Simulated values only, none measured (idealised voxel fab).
This is a process module. Its name is voxel self aligned vias.
255 nm wide, 5 nm square cells: that's cross-section cut.
Notation: cross-section as square-cell grid; stated in bands, top first, going down; one or more cell rows per band. Look at the band entry: it leads with the top's height and the bottom's height in nm. Then it lists the materials left to right, with a width in nm for each. The word "everywhere" on a single material says that material fills the band edge to edge. The word "blank" is empty space. Height 0 is the level under which the wafer as received is all one material. The lowest band goes on downwards, as in "0 -> down". The two numbers in a width such as "30..40" mark its ends across the band: the first belongs to the top row of cells, the second to the bottom row, and from each row to the next the width moves by the same amount. Step marked "all unchanged"? Then no cell in the cross-section changed in it. So "Sealed internal cavities" is basically the list of trapped voids: any empty space of 8 cells or more that can't reach the top through an opening. They're written width x height at distance, the distance being from the left edge, and it's all nm. Past the settings on a step's line: simulator remark, on that step. overlay nm: mask right of planned place by this much (step with mask). Neg. = left.
Process steps (planned)
1 RECEIVE (material Si)
2 CONFORMAL_DEP (material SiO2; thk nm 10)
3 CONFORMAL_DEP (material SiCN; thk nm 5)
4 DIRECTIONAL_DEP (material SiO2; thk nm 20)
5 DIRECTIONAL_DEP (material aC; thk nm 15)
6 PATTERN (tone open; mask id LINES; material resist; width nm 30; pitch nm 55; thk nm 35; overlay nm 0)
7 DIRECTIONAL_ETCH (etch materials aC; depth nm 15)
8 STRIP (etch materials resist)
9 DIRECTIONAL_ETCH (etch materials SiO2; depth nm 20)
10 STRIP (etch materials aC)
11 CONFORMAL_DEP (material TiN; thk nm 5)
12 FILL_DEP (material Ru; thk nm 5)
13 CMP (height nm 35)
14 SELECTIVE_ETCH (etch materials W Ru TiN; depth nm 5)
15 FILL_DEP (material SiN; thk nm 10)
16 CMP (height nm 35)
17 DIRECTIONAL_DEP (material SiO2; thk nm 20)
18 PATTERN (tone open; mask id VIAS; material resist; width nm 40; pitch nm 110; thk nm 20; overlay nm 0)
19 DIRECTIONAL_ETCH (etch materials SiO2; depth nm 20)
20 DIRECTIONAL_ETCH (etch materials SiN; depth nm 5)
21 STRIP (etch materials resist)
22 CONFORMAL_DEP (material TiN; thk nm 5)
23 FILL_DEP (material W; thk nm 5)
24 CMP (height nm 55)
25 CONFORMAL_DEP (material SiCN; thk nm 5)
Cross-section: wafer on arrival = after step 1
* 0 -> down = Si everywhere
* Sealed internal cavities: none
First wafer of two, sectioned at end of module; run went per plan
* 60 -> 55 = SiCN everywhere
* 55 -> 40 = SiO2 50 nm | TiN 5 nm | W 30 nm | TiN 5 nm | SiO2 70 nm | TiN 5 nm | W 30 nm | TiN 5 nm | SiO2 55 nm
* 40 -> 35 = SiO2 50 nm | TiN 10 nm | W 20 nm | TiN 10 nm | SiO2 70 nm | TiN 10 nm | W 20 nm | TiN 10 nm | SiO2 55 nm
* 35 -> 30 = SiO2 55 nm | TiN 30 nm | SiO2 25 nm | SiN 30 nm | SiO2 25 nm | TiN 30 nm | SiO2 60 nm
* 30 -> 20 = SiO2 55 nm | TiN 5 nm | Ru 20 nm | TiN 5 nm | SiO2 25 nm | TiN 5 nm | Ru 20 nm | TiN 5 nm | SiO2 25 nm | TiN 5 nm | Ru 20 nm | TiN 5 nm | SiO2 60 nm
* 20 -> 15 = SiO2 55 nm | TiN 30 nm | SiO2 25 nm | TiN 30 nm | SiO2 25 nm | TiN 30 nm | SiO2 60 nm
* 15 -> 10 = SiCN everywhere
* 10 -> 0 = SiO2 everywhere
* 0 -> down = Si everywhere
* Sealed internal cavities: none
Wafer two, sectioned after the module: the first wafer's start, the first wafer's plan, and one mistake in how it was run
* 60 -> 55 = SiCN everywhere
* 55 -> 35 = SiO2 50 nm | TiN 5 nm | W 30 nm | TiN 5 nm | SiO2 70 nm | TiN 5 nm | W 30 nm | TiN 5 nm | SiO2 55 nm
* 35 -> 30 = SiO2 50 nm | TiN 40 nm | SiO2 20 nm | SiN 30 nm | SiO2 20 nm | TiN 40 nm | SiO2 55 nm
* 30 -> 20 = SiO2 50 nm | TiN 10 nm | Ru 20 nm | TiN 10 nm | SiO2 20 nm | TiN 5 nm | Ru 20 nm | TiN 5 nm | SiO2 20 nm | TiN 10 nm | Ru 20 nm | TiN 10 nm | SiO2 55 nm
* 20 -> 15 = SiO2 50 nm | TiN 40 nm | SiO2 20 nm | TiN 30 nm | SiO2 20 nm | TiN 40 nm | SiO2 55 nm
* 15 -> 10 = SiCN everywhere
* 10 -> 0 = SiO2 everywhere
* 0 -> down = Si everywhere
* Sealed internal cavities: none
In executing the process, a mistake was made relative to the plan: step 19 in the plan was executed twice
Counted in cells at the end, the second wafer holds more or fewer of these materials than the first: 16 fewer of SiO2; 12 more of TiN; 4 more of W
